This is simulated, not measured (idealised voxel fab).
Process module, titled voxel released beams
We display cut, a cross-section 200 nm in width whose square cells are each 5 nm.
Bands, listed from the top down, are how a cross-section gets written in this document; the cross-section itself is a grid of square cells, and a band is one or more rows of them. It is stipulated that each band's entry specify, in nanometres, the height of the top of the band and then that of its bottom, followed by the materials of the band in left-to-right sequence, each together with its width in nanometres. A single material marked by the word "full width" is understood to fill the band from edge to edge; the word "air" is understood to denote empty space. Height is counted from the level 0, under which the received wafer is composed throughout of one material. The lowest of the bands is not closed at the bottom but continues downward, in the notation "z 0 and below". Quick explanation for "30->40": the width changes in equal steps down the rows of cells, from the first number in the band's top row to the second number in its bottom row. No cell of the cross-section changed in a step that is given as "everything unchanged". "Internal closed voids": sealed empty spaces, 8 cells or more, no open way to top, listed width x height at distance, with distance from the left edge and width, height and distance in nm. What comes after the settings on a step's line is commentary from the simulator itself on that step. "overlay nm" denotes, for a step that has a mask, the displacement of the mask to the right of its planned place, with negative values corresponding to the left.

LISTED BELOW ARE THE PROCESS STEPS AS PLANNED
1 RECEIVE, material Si
2 CONFORMAL_DEP, material SiN, thk nm 10
3 DIRECTIONAL_DEP, material SiO2, thk nm 10
4 MASKED_ETCH, tone open, mask id ANCHOR, width nm 30, etch materials SiO2, depth nm 10, overlay nm -15
5 CONFORMAL_DEP, material W, thk nm 10
6 DIRECTIONAL_DEP, material aC, thk nm 15
7 PATTERN, tone cover, mask id BEAM, material resist, width nm 90, thk nm 35, overlay nm 0
8 DIRECTIONAL_ETCH, etch materials aC, depth nm 15
9 STRIP, etch materials resist
10 DIRECTIONAL_ETCH, etch materials W, depth nm 10
11 STRIP, etch materials aC
12 STRIP, etch materials SiO2
The wafers are alike at the start. At step 4, their overlay nm differs. The plan lists the first wafer's value.

SECTIONAL VIEW: FIRST OF SEVERAL WAFERS, AS RECEIVED, AFTER STEP 1
	z 0 and below: Si full width
	Internal closed voids: none

THE CROSS-SECTION OF THE FIRST OF SEVERAL WAFERS IS GIVEN BELOW FOR THE END OF THE MODULE, AFTER ITS FINAL STEP, STEP 12
	z 30 to 20: air: 60  W: 80  air: 60
	z 20 to 10: air: 40  W: 30  air: 130
	z 10 to 0: SiN full width
	z 0 and below: Si full width
	Internal closed voids: none

THE FINAL WAFER, SECTIONED AT MODULE END
	z 30 to 20: air: 50  W: 30  air: 10  W: 50  air: 60
	z 20 to 10: air: 70  W: 30  air: 100
	z 10 to 0: SiN full width
	z 0 and below: Si full width
	Internal closed voids: none

HEADS UP, THIS TABLE GOES WAFER BY WAFER. A ROW TELLS YOU, AT THE END OF THE MODULE, HOW MANY CELLS OF EACH MATERIAL THAT WAFER HAS PUT ON (+) OR DROPPED (-) SINCE IT WAS RECEIVED, AND THEN ITS CLOSED VOIDS
overlay nm -15 | +80 SiN | +44 W | Internal closed voids: none
overlay nm -10 | +80 SiN | +44 W | Internal closed voids: none
overlay nm -5 | +80 SiN | +44 W | Internal closed voids: none
overlay nm 0 | +80 SiN | +44 W | Internal closed voids: none
overlay nm 5 | +80 SiN | +44 W | Internal closed voids: none
overlay nm 10 | +80 SiN | +44 W | Internal closed voids: none
overlay nm 15 | +80 SiN | +44 W | Internal closed voids: none
